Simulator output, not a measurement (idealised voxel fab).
The process module presented herein is designated voxel trench capacitor.
Shown is cross-section cut, with a width of 255 nm and square cells of size 5 nm.
We lay out every cross-section as a grid of square cells and spell it out in bands from the top down, where one band means one or more rows of cells. Look at the band entry: it leads with the top's height and the bottom's height in nm. Then it lists the materials left to right, with a width in nm for each. The word "full width" on a single material says that material fills the band edge to edge. The word "air" is empty space. Counting heights begins at 0, where everything beneath is, in the wafer as received, one material. The lowest band has no bottom; it goes on downwards, as "0 nm and below" shows. Graded width ("30->40"): value in top row of band = first number; value in bottom row = second number; row-to-row change constant. Reading "nothing was modified" for a step: not a cell of the cross-section changed in it. "Listed closed voids": empty spaces of 8 cells or more with no open way to the top, each given as width x height at distance, distance from the left edge, all in nm. If you see something after the settings on a step's line, that's the simulator's own remark about that step. overlay nm, on a step with a mask: how far to the right of its planned place the mask lay; to the left if negative.
Steps in the process plan:
1: RECEIVE (material Si)
2: CONFORMAL_DEP (material SiN; thk nm 10)
3: DIRECTIONAL_DEP (material aC; thk nm 15)
4: PATTERN (tone open; mask id TRENCH; material resist; width nm 15; pitch nm 45; thk nm 30; overlay nm 0)
5: DIRECTIONAL_ETCH (etch materials aC; depth nm 15)
6: STRIP (etch materials resist)
7: DIRECTIONAL_ETCH (etch materials SiN; depth nm 10)
8: DIRECTIONAL_ETCH (etch materials Si; depth nm 30)
9: STRIP (etch materials aC)
10: CONFORMAL_DEP (material SiO2; thk nm 5)
11: FILL_DEP (material polySi; thk nm 10)
12: CMP (height nm 10)
The wafers are alike at the start. At step 4, their width nm differs. The plan lists the first wafer's value.
First wafer as received, after step 1:
> 0 nm and below | Si full width
> Listed closed voids: none
Row per wafer, end-of-module: cell gain (+)/loss (-) by material since the wafer came in, then closed voids:
width nm 15, -72 Si, +78 SiN, +68 SiO2, +28 polySi, Listed closed voids: none
width nm 20, -96 Si, +70 SiN, +72 SiO2, +56 polySi, Listed closed voids: none
width nm 25, -120 Si, +62 SiN, +76 SiO2, +84 polySi, Listed closed voids: none
width nm 30, -144 Si, +54 SiN, +80 SiO2, +112 polySi, Listed closed voids: none
